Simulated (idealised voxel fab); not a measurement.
Proc. module: voxel spacer lines
FYI the section here is cut, 215 nm wide, cells are 5 nm squares.
A cross-section is a grid of square cells, given in bands from the top down. A band is one or more rows of cells.
This entry defines a band. It first specifies the height of the band's top and the height of its bottom in nm, and then specifies the band's materials from left to right, stating each material with its width in nm. The word "edge to edge" identifies a single material that fills the band from edge to edge, while the word "empty" identifies empty space.
Heights from 0 (as-received wafer is one material below). Bottom band endless downward, as "0 nm and below".
Graded width ("30..40"): value in top row of band = first number; value in bottom row = second number; row-to-row change constant.
"left unchanged" means the step left every cell of the cross-section as it was.
Entry "Closed internal cavities" = empty spaces >= 8 cells with no open way to the top; each as width x height at distance, distance from left edge, all nm.
Text after the settings on a step's line: the simulator's own remark on that step.
overlay nm: mask right of planned place by this much (step with mask). Neg. = left.
Process steps (planned):
1,RECEIVE (material Si)
2,CONFORMAL_DEP (material Al2O3; thk nm 10)
3,DIRECTIONAL_DEP (material SiN; thk nm 15)
4,DIRECTIONAL_DEP (material aC; thk nm 30)
5,PATTERN (tone cover; mask id MANDREL; material resist; width nm 15; pitch nm 60; thk nm 40; overlay nm 0)
6,DIRECTIONAL_ETCH (etch materials aC; depth nm 30)
7,STRIP (etch materials resist)
8,CONFORMAL_DEP (material SiO2; thk nm 15)
9,DIRECTIONAL_ETCH (etch materials SiO2; depth nm 15)
10,STRIP (etch materials aC)
11,DIRECTIONAL_ETCH (etch materials SiN; depth nm 15)
12,STRIP (etch materials SiO2)
What follows covers the first of two wafers; it ran as planned:
as received, after step 1:
- 0 nm and below: Si edge to edge
- Closed internal cavities: none
State of the wafer after step 2, shown in cross-section:
- 10 nm to 0 nm: Al2O3 edge to edge
- Anything lower than 0 is untouched.
State of the wafer after step 3, shown in cross-section:
- 25 nm to 10 nm: SiN edge to edge
- Anything lower than 10 is untouched.
State of the wafer after step 4, shown in cross-section:
- 55 nm to 25 nm: aC edge to edge
- Anything lower than 25 is untouched.
State of the wafer after step 5, shown in cross-section:
- 95 nm to 55 nm: empty 70, resist 15, empty 45, resist 15, empty 70
- Anything lower than 55 is untouched.
State of the wafer after step 6, shown in cross-section:
- 65 nm to 55 nm: empty 70, resist 15, empty 45, resist 15, empty 70
- 55 nm to 25 nm: empty 70, aC 15, empty 45, aC 15, empty 70
- Anything lower than 25 is untouched.
State of the wafer after step 7, shown in cross-section:
- 55 nm to 25 nm: empty 70, aC 15, empty 45, aC 15, empty 70
- Anything lower than 25 is untouched.
State of the wafer after step 8, shown in cross-section:
- 70 nm to 55 nm: empty 55, SiO2 45, empty 15, SiO2 45, empty 55
- 55 nm to 40 nm: empty 55, SiO2 15, aC 15, SiO2 15, empty 15, SiO2 15, aC 15, SiO2 15, empty 55
- 40 nm to 25 nm: SiO2 70, aC 15, SiO2 45, aC 15, SiO2 70
- Anything lower than 25 is untouched.
State of the wafer after step 9, shown in cross-section:
- 55 nm to 25 nm: empty 55, SiO2 15, aC 15, SiO2 15, empty 15, SiO2 15, aC 15, SiO2 15, empty 55
- Anything lower than 25 is untouched.
State of the wafer after step 10, shown in cross-section:
- 55 nm to 25 nm: empty 55, SiO2 15, empty 15, SiO2 15, empty 15, SiO2 15, empty 15, SiO2 15, empty 55
- Anything lower than 25 is untouched.
State of the wafer after step 11, shown in cross-section:
- 55 nm to 25 nm: empty 55, SiO2 15, empty 15, SiO2 15, empty 15, SiO2 15, empty 15, SiO2 15, empty 55
- 25 nm to 10 nm: empty 55, SiN 15, empty 15, SiN 15, empty 15, SiN 15, empty 15, SiN 15, empty 55
- Anything lower than 10 is untouched.
State of the wafer after step 12, shown in cross-section:
- 25 nm to 10 nm: empty 55, SiN 15, empty 15, SiN 15, empty 15, SiN 15, empty 15, SiN 15, empty 55
- Anything lower than 10 is untouched.
second wafer: like start, like plan, one mistake. Through step 1 it matches the first wafer:
Cross-section of the second wafer at the time step 2 of the plan should have ended: left unchanged
Cross-section of the second wafer at the time step 3 of the plan should have ended:
- 15 nm to 0 nm: SiN edge to edge
- Anything lower than 0 is untouched.
Cross-section of the second wafer at the time step 4 of the plan should have ended:
- 45 nm to 15 nm: aC edge to edge
- Anything lower than 15 is untouched.
Cross-section of the second wafer at the time step 5 of the plan should have ended:
- 85 nm to 45 nm: empty 70, resist 15, empty 45, resist 15, empty 70
- Anything lower than 45 is untouched.
Cross-section of the second wafer at the time step 6 of the plan should have ended:
- 55 nm to 45 nm: empty 70, resist 15, empty 45, resist 15, empty 70
- 45 nm to 15 nm: empty 70, aC 15, empty 45, aC 15, empty 70
- Anything lower than 15 is untouched.
Cross-section of the second wafer at the time step 7 of the plan should have ended:
- 45 nm to 15 nm: empty 70, aC 15, empty 45, aC 15, empty 70
- Anything lower than 15 is untouched.
Cross-section of the second wafer at the time step 8 of the plan should have ended:
- 60 nm to 45 nm: empty 55, SiO2 45, empty 15, SiO2 45, empty 55
- 45 nm to 30 nm: empty 55, SiO2 15, aC 15, SiO2 15, empty 15, SiO2 15, aC 15, SiO2 15, empty 55
- 30 nm to 15 nm: SiO2 70, aC 15, SiO2 45, aC 15, SiO2 70
- Anything lower than 15 is untouched.
Cross-section of the second wafer at the time step 9 of the plan should have ended:
- 45 nm to 15 nm: empty 55, SiO2 15, aC 15, SiO2 15, empty 15, SiO2 15, aC 15, SiO2 15, empty 55
- Anything lower than 15 is untouched.
Cross-section of the second wafer at the time step 10 of the plan should have ended:
- 45 nm to 15 nm: empty 55, SiO2 15, empty 15, SiO2 15, empty 15, SiO2 15, empty 15, SiO2 15, empty 55
- Anything lower than 15 is untouched.
Cross-section of the second wafer at the time step 11 of the plan should have ended:
- 45 nm to 15 nm: empty 55, SiO2 15, empty 15, SiO2 15, empty 15, SiO2 15, empty 15, SiO2 15, empty 55
- 15 nm to 0 nm: empty 55, SiN 15, empty 15, SiN 15, empty 15, SiN 15, empty 15, SiN 15, empty 55
- Anything lower than 0 is untouched.
Cross-section of the second wafer at the time step 12 of the plan should have ended:
- 15 nm to 0 nm: empty 55, SiN 15, empty 15, SiN 15, empty 15, SiN 15, empty 15, SiN 15, empty 55
- Anything lower than 0 is untouched.
Against the plan, the run slipped here: the plan's step 2 was left out and never carried out
Final cells, second wafer relative to first, materials higher or lower: Al2O3: 86 fewer
